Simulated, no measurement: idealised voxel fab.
You're looking at the process module voxel double patterning.
For reference, the cross-section in this document is cut, with width 150 nm and square cells of 5 nm.
Cross-section format: a grid of square cells, given as bands from top to bottom; each band is one or more rows of cells.
Quick guide to a band line: top height, bottom height (nm) up front; then every material left to right with its width in nm. Only one material and it's marked "throughout"? Then it fills the band edge to edge. And "empty" just means empty space.
Height reference: 0 = level under which incoming wafer is all one material. Lowest band: no bottom, runs on downward, e.g. "0 -> down".
Quick explanation for "30..40": the width changes in equal steps down the rows of cells, from the first number in the band's top row to the second number in its bottom row.
You'll sometimes find "stayed the same" written for a step, and that's the way of saying that nowhere in the cross-section did a cell change during that step.
The entry titled "Enclosed void catalog" provides the empty spaces that have no open way to the top, restricted to those of 8 cells or more. Each is presented as width x height at distance, the distance being measured from the left edge, with all three in nm.
That trailing text on a step's line, after the settings, is the simulator's own remark on the step.
Among the settings permitted on a step's line is "overlay nm"; applied to a step with a mask, it specifies the extent to which the mask lay to the right of its planned position, whereas a negative figure signifies a position to the left.

**Here's what the planned process steps look like**
1: RECEIVE (material Si)
2: CONFORMAL_DEP (material SiN; thk nm 10)
3: DIRECTIONAL_DEP (material SiO2; thk nm 10)
4: DIRECTIONAL_DEP (material SiCN; thk nm 5)
5: DIRECTIONAL_DEP (material aC; thk nm 15)
6: PATTERN (tone open; mask id FIRST; material resist; width nm 15; pitch nm 50; thk nm 35; overlay nm 0)
7: DIRECTIONAL_ETCH (etch materials aC; depth nm 15)
8: STRIP (etch materials resist)
9: DIRECTIONAL_ETCH (etch materials SiCN; depth nm 5)
10: STRIP (etch materials aC)
11: PATTERN (tone open; mask id SECOND; material resist; width nm 15; thk nm 15; overlay nm 0)
12: DIRECTIONAL_ETCH (etch materials SiCN; depth nm 5)
13: STRIP (etch materials resist)
14: DIRECTIONAL_ETCH (etch materials SiO2; depth nm 10)
15: STRIP (etch materials SiCN)

**The following pertains to the first of two wafers, which was processed as planned**

**Step 1 complete: cross-section of the wafer as received**
    0 -> down  Si throughout
    Enclosed void catalog: none

**Cross-section of the wafer after step 2**
    10 -> 0  SiN throughout
    Nothing below the height 0 has changed.

**Cross-section of the wafer after step 3**
    20 -> 10  SiO2 throughout
    Nothing below the height 10 has changed.

**Cross-section of the wafer after step 4**
    25 -> 20  SiCN throughout
    Nothing below the height 20 has changed.

**Cross-section of the wafer after step 5**
    40 -> 25  aC throughout
    Nothing below the height 25 has changed.

**Cross-section of the wafer after step 6**
    75 -> 40  40 of resist | 15 of empty | 35 of resist | 15 of empty | 45 of resist
    Nothing below the height 40 has changed.

**Cross-section of the wafer after step 7**
    60 -> 40  40 of resist | 15 of empty | 35 of resist | 15 of empty | 45 of resist
    40 -> 25  40 of aC | 15 of empty | 35 of aC | 15 of empty | 45 of aC
    Nothing below the height 25 has changed.

**Cross-section of the wafer after step 8**
    40 -> 25  40 of aC | 15 of empty | 35 of aC | 15 of empty | 45 of aC
    Nothing below the height 25 has changed.

**Cross-section of the wafer after step 9**
    40 -> 25  40 of aC | 15 of empty | 35 of aC | 15 of empty | 45 of aC
    25 -> 20  40 of SiCN | 15 of empty | 35 of SiCN | 15 of empty | 45 of SiCN
    Nothing below the height 20 has changed.

**Cross-section of the wafer after step 10**
    25 -> 20  40 of SiCN | 15 of empty | 35 of SiCN | 15 of empty | 45 of SiCN
    Nothing below the height 20 has changed.

**Cross-section of the wafer after step 11**
    40 -> 25  65 of resist | 15 of empty | 70 of resist
    25 -> 20  40 of SiCN | 15 of resist | 35 of SiCN | 15 of resist | 45 of SiCN
    Nothing below the height 20 has changed.

**Cross-section of the wafer after step 12**
    40 -> 25  65 of resist | 15 of empty | 70 of resist
    25 -> 20  40 of SiCN | 15 of resist | 10 of SiCN | 15 of empty | 10 of SiCN | 15 of resist | 45 of SiCN
    Nothing below the height 20 has changed.

**Cross-section of the wafer after step 13**
    25 -> 20  40 of SiCN | 15 of empty | 10 of SiCN | 15 of empty | 10 of SiCN | 15 of empty | 45 of SiCN
    Nothing below the height 20 has changed.

**Cross-section of the wafer after step 14**
    25 -> 20  40 of SiCN | 15 of empty | 10 of SiCN | 15 of empty | 10 of SiCN | 15 of empty | 45 of SiCN
    20 -> 10  40 of SiO2 | 15 of empty | 10 of SiO2 | 15 of empty | 10 of SiO2 | 15 of empty | 45 of SiO2
    Nothing below the height 10 has changed.

**Cross-section of the wafer after step 15**
    20 -> 10  40 of SiO2 | 15 of empty | 10 of SiO2 | 15 of empty | 10 of SiO2 | 15 of empty | 45 of SiO2
    Nothing below the height 10 has changed.

**Wafer two of the pair: same origin, same plan, one error during the run; identical to wafer one up to and including step 5**

**X-section, second wafer, when step 6 was due to finish**
    75 -> 40  40 of empty | 15 of resist | 35 of empty | 15 of resist | 45 of empty
    Nothing below the height 40 has changed.

**X-section, second wafer, when step 7 was due to finish**
    60 -> 40  40 of empty | 15 of resist | 35 of empty | 15 of resist | 45 of empty
    40 -> 25  40 of empty | 15 of aC | 35 of empty | 15 of aC | 45 of empty
    Nothing below the height 25 has changed.

**X-section, second wafer, when step 8 was due to finish**
    40 -> 25  40 of empty | 15 of aC | 35 of empty | 15 of aC | 45 of empty
    Nothing below the height 25 has changed.

**X-section, second wafer, when step 9 was due to finish**
    40 -> 25  40 of empty | 15 of aC | 35 of empty | 15 of aC | 45 of empty
    25 -> 20  40 of empty | 15 of SiCN | 35 of empty | 15 of SiCN | 45 of empty
    Nothing below the height 20 has changed.

**X-section, second wafer, when step 10 was due to finish**
    25 -> 20  40 of empty | 15 of SiCN | 35 of empty | 15 of SiCN | 45 of empty
    Nothing below the height 20 has changed.

**X-section, second wafer, when step 11 was due to finish**
    40 -> 25  65 of resist | 15 of empty | 70 of resist
    25 -> 20  40 of resist | 15 of SiCN | 10 of resist | 15 of empty | 10 of resist | 15 of SiCN | 45 of resist
    Nothing below the height 20 has changed.

X-section, second wafer, when step 12 was due to finish: stayed the same

**X-section, second wafer, when step 13 was due to finish**
    25 -> 20  40 of empty | 15 of SiCN | 35 of empty | 15 of SiCN | 45 of empty
    Nothing below the height 20 has changed.

**X-section, second wafer, when step 14 was due to finish**
    25 -> 20  40 of empty | 15 of SiCN | 35 of empty | 15 of SiCN | 45 of empty
    20 -> 10  40 of empty | 15 of SiO2 | 35 of empty | 15 of SiO2 | 45 of empty
    Nothing below the height 10 has changed.

**X-section, second wafer, when step 15 was due to finish**
    20 -> 10  40 of empty | 15 of SiO2 | 35 of empty | 15 of SiO2 | 45 of empty
    Nothing below the height 10 has changed.
It is concluded that the wafer was processed incorrectly with respect to the plan, in that step 6 did not use the planned setting and instead ran as PATTERN (tone cover; mask id FIRST; material resist; width nm 15; pitch nm 50; thk nm 35; overlay nm 0)
Final cells, second wafer relative to first, materials higher or lower: SiO2: 30 fewer
